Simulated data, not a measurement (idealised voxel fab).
process module | voxel tone inversion
cross-section cut | 155 nm wide | cells 5 nm
A cross-section is a grid of square cells, given in bands from the top down. A band is one or more rows of cells.
Each band's line starts with the height of the band's top and of its bottom, in nm. Then come its materials from left to right, each with its width in nm. One material with "throughout" fills the band from edge to edge. "air" is empty space.
Height 0 is the level under which the wafer as received is all one material. The lowest band goes on downwards, as in "0 down".
A width such as "30 to 40" changes by the same amount from each row of cells to the next, from the band's top row to its bottom row.
"no change" after a step means that no cell of the cross-section changed.
closed voids: empty space of 8 cells or more with no open way to the top, each as width x height at its distance from the left edge, in nm
after a step's settings: what the simulator itself notes on the step
overlay nm, on a step with a mask: how far to the right of its planned place the mask lay; to the left if negative
plan
1 op RECEIVE | material Si
2 op CONFORMAL_DEP | material SiN | thk nm 5
3 op DIRECTIONAL_DEP | material polySi | thk nm 15
4 op PATTERN | tone cover | mask id POSTS | material resist | width nm 25 | pitch nm 55 | thk nm 20 | overlay nm 0
5 op DIRECTIONAL_ETCH | etch materials polySi | depth nm 15
6 op STRIP | etch materials resist
7 op FILL_DEP | material lowk | thk nm 5
8 op CMP | height nm 20
9 op STRIP | etch materials polySi
10 op CONFORMAL_DEP | material TiN | thk nm 5
11 op FILL_DEP | material Ru | thk nm 10
12 op CMP | height nm 20
13 op CONFORMAL_DEP | material SiN | thk nm 5
first wafer, as planned
as received, after step 1
  0 down: Si throughout
  closed voids: none
after step 2
  5 to 0: SiN throughout
  below 0: unchanged
after step 3
  20 to 5: polySi throughout
  below 5: unchanged
after step 4
  40 to 20: air 35 | resist 25 | air 30 | resist 25 | air 40
  below 20: unchanged
after step 5
  40 to 20: air 35 | resist 25 | air 30 | resist 25 | air 40
  20 to 5: air 35 | polySi 25 | air 30 | polySi 25 | air 40
  below 5: unchanged
after step 6
  20 to 5: air 35 | polySi 25 | air 30 | polySi 25 | air 40
  below 5: unchanged
after step 7
  25 to 20: lowk throughout
  20 to 5: lowk 35 | polySi 25 | lowk 30 | polySi 25 | lowk 40
  below 5: unchanged
after step 8
  20 to 5: lowk 35 | polySi 25 | lowk 30 | polySi 25 | lowk 40
  below 5: unchanged
after step 9
  20 to 5: lowk 35 | air 25 | lowk 30 | air 25 | lowk 40
  below 5: unchanged
after step 10
  25 to 20: TiN 40 | air 15 | TiN 40 | air 15 | TiN 45
  20 to 10: lowk 35 | TiN 5 | air 15 | TiN 5 | lowk 30 | TiN 5 | air 15 | TiN 5 | lowk 40
  10 to 5: lowk 35 | TiN 25 | lowk 30 | TiN 25 | lowk 40
  below 5: unchanged
after step 11
  35 to 25: Ru throughout
  25 to 20: TiN 40 | Ru 15 | TiN 40 | Ru 15 | TiN 45
  20 to 10: lowk 35 | TiN 5 | Ru 15 | TiN 5 | lowk 30 | TiN 5 | Ru 15 | TiN 5 | lowk 40
  below 10: unchanged
after step 12
  20 to 10: lowk 35 | TiN 5 | Ru 15 | TiN 5 | lowk 30 | TiN 5 | Ru 15 | TiN 5 | lowk 40
  below 10: unchanged
after step 13
  25 to 20: SiN throughout
  below 20: unchanged
second wafer: like start, like plan, one mistake. Through step 1 it matches the first wafer
when step 2 should have ended
  15 to 0: polySi throughout
  below 0: unchanged
when step 3 should have ended
  20 to 15: SiN throughout
  below 15: unchanged
when step 4 should have ended
  40 to 20: air 35 | resist 25 | air 30 | resist 25 | air 40
  below 20: unchanged
when step 5 should have ended: no change
when step 6 should have ended
  20 to 15: SiN throughout
  below 15: unchanged
when step 7 should have ended
  25 to 20: lowk throughout
  below 20: unchanged
when step 8 should have ended
  20 to 15: SiN throughout
  below 15: unchanged
when step 9 should have ended: no change
when step 10 should have ended
  25 to 20: TiN throughout
  below 20: unchanged
when step 11 should have ended
  35 to 25: Ru throughout
  below 25: unchanged
when step 12 should have ended
  20 to 15: SiN throughout
  below 15: unchanged
when step 13 should have ended
  25 to 15: SiN throughout
  below 15: unchanged
what went wrong: steps 2 and 3 were swapped
at the end the second wafer has, in cells: 12 fewer of Ru | 18 fewer of TiN | 63 fewer of lowk | 93 more of polySi
